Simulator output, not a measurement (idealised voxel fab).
process module | voxel wiring stack
cross-section cut | 190 nm wide | cells 5 nm
A cross-section is a grid of square cells, given in bands from the top down. A band is one or more rows of cells.
Each band's line starts with the height of the band's top and of its bottom, in nm. Then come its materials from left to right, each with its width in nm. One material with "throughout" fills the band from edge to edge. "air" is empty space.
Height 0 is the level under which the wafer as received is all one material. The lowest band goes on downwards, as in "0 down".
A width such as "30 to 40" changes by the same amount from each row of cells to the next, from the band's top row to its bottom row.
"no change" after a step means that no cell of the cross-section changed.
closed voids: empty space of 8 cells or more with no open way to the top, each as width x height at its distance from the left edge, in nm
after a step's settings: what the simulator itself notes on the step
overlay nm, on a step with a mask: how far to the right of its planned place the mask lay; to the left if negative
plan
1 op RECEIVE | material Si
2 op CONFORMAL_DEP | material SiO2 | thk nm 10
3 op CONFORMAL_DEP | material SiCN | thk nm 5
4 op DIRECTIONAL_DEP | material SiO2 | thk nm 20
5 op DIRECTIONAL_DEP | material aC | thk nm 10
6 op PATTERN | tone open | mask id METAL_1 | material resist | width nm 20 | pitch nm 40 | thk nm 30 | overlay nm 0
7 op DIRECTIONAL_ETCH | etch materials aC | depth nm 10
8 op STRIP | etch materials resist
9 op DIRECTIONAL_ETCH | etch materials SiO2 | depth nm 20
10 op DIRECTIONAL_ETCH | etch materials SiCN | depth nm 5
11 op STRIP | etch materials aC
12 op CONFORMAL_DEP | material TiN | thk nm 5
13 op FILL_DEP | material Cu | thk nm 5
14 op CMP | height nm 35
15 op CONFORMAL_DEP | material SiCN | thk nm 5
16 op DIRECTIONAL_DEP | material SiO2 | thk nm 30
17 op DIRECTIONAL_DEP | material aC | thk nm 10
18 op PATTERN | tone open | mask id METAL_2 | material resist | width nm 20 | pitch nm 40 | thk nm 30 | overlay nm 0
19 op DIRECTIONAL_ETCH | etch materials aC | depth nm 10
20 op STRIP | etch materials resist
21 op DIRECTIONAL_ETCH | etch materials SiO2 | depth nm 15
22 op STRIP | etch materials aC
23 op PATTERN | tone open | mask id METAL_2_HOLES | material resist | width nm 15 | pitch nm 80 | thk nm 20 | overlay nm 0
24 op DIRECTIONAL_ETCH | etch materials SiO2 | depth nm 15
25 op DIRECTIONAL_ETCH | etch materials SiCN | depth nm 5
26 op STRIP | etch materials resist
27 op CONFORMAL_DEP | material TiN | thk nm 5
28 op FILL_DEP | material Ru | thk nm 10
29 op CMP | height nm 70
30 op CONFORMAL_DEP | material SiN | thk nm 5
as received, after step 1
  0 down: Si throughout
  closed voids: none
a wafer at the end: this start, this plan, one mistake
  75 to 70: SiN throughout
  70 to 60: SiO2 25 | TiN 5 | Ru 10 | TiN 5 | SiO2 20 | TiN 5 | Ru 10 | TiN 5 | SiO2 20 | TiN 5 | Ru 10 | TiN 5 | SiO2 20 | TiN 5 | Ru 10 | TiN 5 | SiO2 25
  60 to 55: SiO2 25 | TiN 5 | Ru 5 | TiN 10 | SiO2 20 | TiN 20 | SiO2 20 | TiN 5 | Ru 5 | TiN 10 | SiO2 20 | TiN 20 | SiO2 25
  55 to 40: SiO2 25 | TiN 5 | Ru 5 | TiN 5 | SiO2 65 | TiN 5 | Ru 5 | TiN 5 | SiO2 70
  40 to 35: SiCN 25 | TiN 15 | SiCN 65 | TiN 15 | SiCN 70
  35 to 15: SiO2 25 | TiN 5 | Cu 15 | TiN 5 | SiO2 15 | TiN 5 | Cu 15 | TiN 5 | SiO2 15 | TiN 5 | Cu 15 | TiN 5 | SiO2 15 | TiN 5 | Cu 15 | TiN 5 | SiO2 20
  15 to 10: SiCN 25 | TiN 25 | SiCN 15 | TiN 25 | SiCN 15 | TiN 25 | SiCN 15 | TiN 25 | SiCN 20
  10 to 0: SiO2 throughout
  0 down: Si throughout
  closed voids: none
what went wrong: step 6 ran as: op PATTERN | tone open | mask id METAL_1 | material resist | width nm 25 | pitch nm 40 | thk nm 30 | overlay nm 0
